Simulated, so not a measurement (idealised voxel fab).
Documented hereafter: the process module known as voxel self aligned contacts.
Cross-sectional view cut (width: 265 nm; square cell size: 5 nm).
Just so we're on the same page, the cross-sections are grids of square cells, and they're listed out in bands top to bottom, each band one or more rows deep.
It is stipulated that each band's entry specify, in nanometres, the height of the top of the band and then that of its bottom, followed by the materials of the band in left-to-right sequence, each together with its width in nanometres. A single material marked by the word "throughout" is understood to fill the band from edge to edge; the word "air" is understood to denote empty space.
Zero point of the height axis is 0; under it, received wafer = one material. Lowest band: continues down indefinitely, "from 0 down".
The expression "30..40" gives the width at the extremes of the band, the first number at its top row of cells and the second at its bottom row, with the width changing by equal amounts from each row to the next in between.
"no modifications", as given for a step, is the statement that not any cell of the cross-section underwent a change during that step.
"Enclosed void listing": empty spaces of 8 cells or more with no open way to the top, each given as width x height at distance, distance from the left edge, all in nm.
What comes after the settings on a step's line is commentary from the simulator itself on that step.
The line of a step may include "overlay nm". On a step with a mask, this value is how far to the right of its planned place the mask lay. A negative value means the mask lay to the left.

# These are the steps we planned for the process
| 1 | RECEIVE (material Si) |
| 2 | OXIDIZE (depth nm 5) |
| 3 | DIRECTIONAL_DEP (material polySi; thk nm 30) |
| 4 | DIRECTIONAL_DEP (material SiN; thk nm 20) |
| 5 | PATTERN (tone cover; mask id GATE; material resist; width nm 30; pitch nm 65; thk nm 20; overlay nm 0) |
| 6 | DIRECTIONAL_ETCH (etch materials SiN; depth nm 20) |
| 7 | DIRECTIONAL_ETCH (etch materials polySi; depth nm 30) |
| 8 | STRIP (etch materials resist) |
| 9 | CONFORMAL_DEP (material SiN; thk nm 10) |
| 10 | DIRECTIONAL_ETCH (etch materials SiN; depth nm 10) |
| 11 | FILL_DEP (material SiO2; thk nm 15) |
| 12 | CMP (height nm 55) |
| 13 | DIRECTIONAL_DEP (material aC; thk nm 15) |
| 14 | PATTERN (tone open; mask id CONTACT; material resist; width nm 45; thk nm 30; overlay nm 0) |
| 15 | DIRECTIONAL_ETCH (etch materials aC; depth nm 15) |
| 16 | STRIP (etch materials resist) |
| 17 | DIRECTIONAL_ETCH (etch materials SiO2; depth nm 60) |
| 18 | STRIP (etch materials aC) |
| 19 | CONFORMAL_DEP (material TiN; thk nm 5) |
| 20 | FILL_DEP (material Ru; thk nm 10) |
| 21 | CMP (height nm 55) |
| 22 | CONFORMAL_DEP (material SiN; thk nm 5) |
Where the wafers of this document differ is in the depth nm of step 2; they start out the same, and the plan states the value that applied to the first wafer.

# Cut through the first of several wafers as received, post step 1
    from 0 down = Si throughout
    Enclosed void listing: none

# Cross-section after step 22, the final step of the module, for the first of several wafers
    from 60 to 55 = SiN throughout
    from 55 to 50 = 110 SiO2  20 TiN  5 Ru  20 TiN  110 SiO2
    from 50 to 30 = 75 SiO2  50 SiN  5 TiN  5 Ru  5 TiN  50 SiN  75 SiO2
    from 30 to 0 = 75 SiO2  10 SiN  30 polySi  10 SiN  5 TiN  5 Ru  5 TiN  10 SiN  30 polySi  10 SiN  75 SiO2
    from 0 to -5 = 125 SiO2  15 TiN  125 SiO2
    from -5 down = Si throughout
    Enclosed void listing: none

# Last wafer, end of module, cross-section
    from 60 to 55 = SiN throughout
    from 55 to 50 = 110 SiO2  20 TiN  5 Ru  20 TiN  110 SiO2
    from 50 to 30 = 75 SiO2  50 SiN  5 TiN  5 Ru  5 TiN  50 SiN  75 SiO2
    from 30 to 0 = 75 SiO2  10 SiN  30 polySi  10 SiN  5 TiN  5 Ru  5 TiN  10 SiN  30 polySi  10 SiN  75 SiO2
    from 0 to -5 = 125 SiO2  15 TiN  125 SiO2
    from -5 to -20 = SiO2 throughout
    from -20 down = Si throughout
    Enclosed void listing: none

# Gained (+) or lost (-) cells of each material since receipt, then closed voids: one row per wafer, at the end of the module
depth nm 5; +11 Ru; -53 Si; +181 SiN; +394 SiO2; +31 TiN; +72 polySi; Enclosed void listing: none
depth nm 10; +11 Ru; -106 Si; +181 SiN; +447 SiO2; +31 TiN; +72 polySi; Enclosed void listing: none
depth nm 15; +11 Ru; -159 Si; +181 SiN; +500 SiO2; +31 TiN; +72 polySi; Enclosed void listing: none
depth nm 20; +11 Ru; -212 Si; +181 SiN; +553 SiO2; +31 TiN; +72 polySi; Enclosed void listing: none
